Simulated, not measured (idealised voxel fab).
process module | voxel quadruple lines
cross-section cut | 255 nm wide | cells 5 nm
A cross-section is a grid of square cells, given in bands from the top down. A band is one or more rows of cells.
Each band's line starts with the height of the band's top and of its bottom, in nm. Then come its materials from left to right, each with its width in nm. One material with "throughout" fills the band from edge to edge. "air" is empty space.
Height 0 is the level under which the wafer as received is all one material. The lowest band goes on downwards, as in "0 down".
A width such as "30 to 40" changes by the same amount from each row of cells to the next, from the band's top row to its bottom row.
"no change" after a step means that no cell of the cross-section changed.
closed voids: empty space of 8 cells or more with no open way to the top, each as width x height at its distance from the left edge, in nm
after a step's settings: what the simulator itself notes on the step
overlay nm, on a step with a mask: how far to the right of its planned place the mask lay; to the left if negative
plan
1 op RECEIVE | material Si
2 op CONFORMAL_DEP | material SiO2 | thk nm 10
3 op DIRECTIONAL_DEP | material Ru | thk nm 10
4 op DIRECTIONAL_DEP | material polySi | thk nm 20
5 op DIRECTIONAL_DEP | material aC | thk nm 20
6 op PATTERN | tone cover | mask id MANDREL | material resist | width nm 35 | thk nm 30 | overlay nm 0
7 op DIRECTIONAL_ETCH | etch materials aC | depth nm 20
8 op STRIP | etch materials resist
9 op CONFORMAL_DEP | material SiO2 | thk nm 15
10 op DIRECTIONAL_ETCH | etch materials SiO2 | depth nm 15
11 op STRIP | etch materials aC
12 op DIRECTIONAL_ETCH | etch materials polySi | depth nm 20
13 op STRIP | etch materials SiO2
14 op CONFORMAL_DEP | material SiCN | thk nm 10
15 op DIRECTIONAL_ETCH | etch materials SiCN | depth nm 10
16 op STRIP | etch materials polySi
17 op DIRECTIONAL_ETCH | etch materials Ru | depth nm 10
18 op STRIP | etch materials SiCN
19 op FILL_DEP | material lowk | thk nm 5
20 op CMP | height nm 20
as received, after step 1
  0 down: Si throughout
  closed voids: none
a wafer at the end: this start, this plan, one mistake
  20 to 10: lowk 85 | Ru 10 | lowk 15 | Ru 10 | lowk 15 | Ru 10 | lowk 15 | Ru 10 | lowk 85
  10 to 0: Ru throughout
  0 down: Si throughout
  closed voids: none
what went wrong: step 2 ran as: op CONFORMAL_DEP | material Ru | thk nm 10
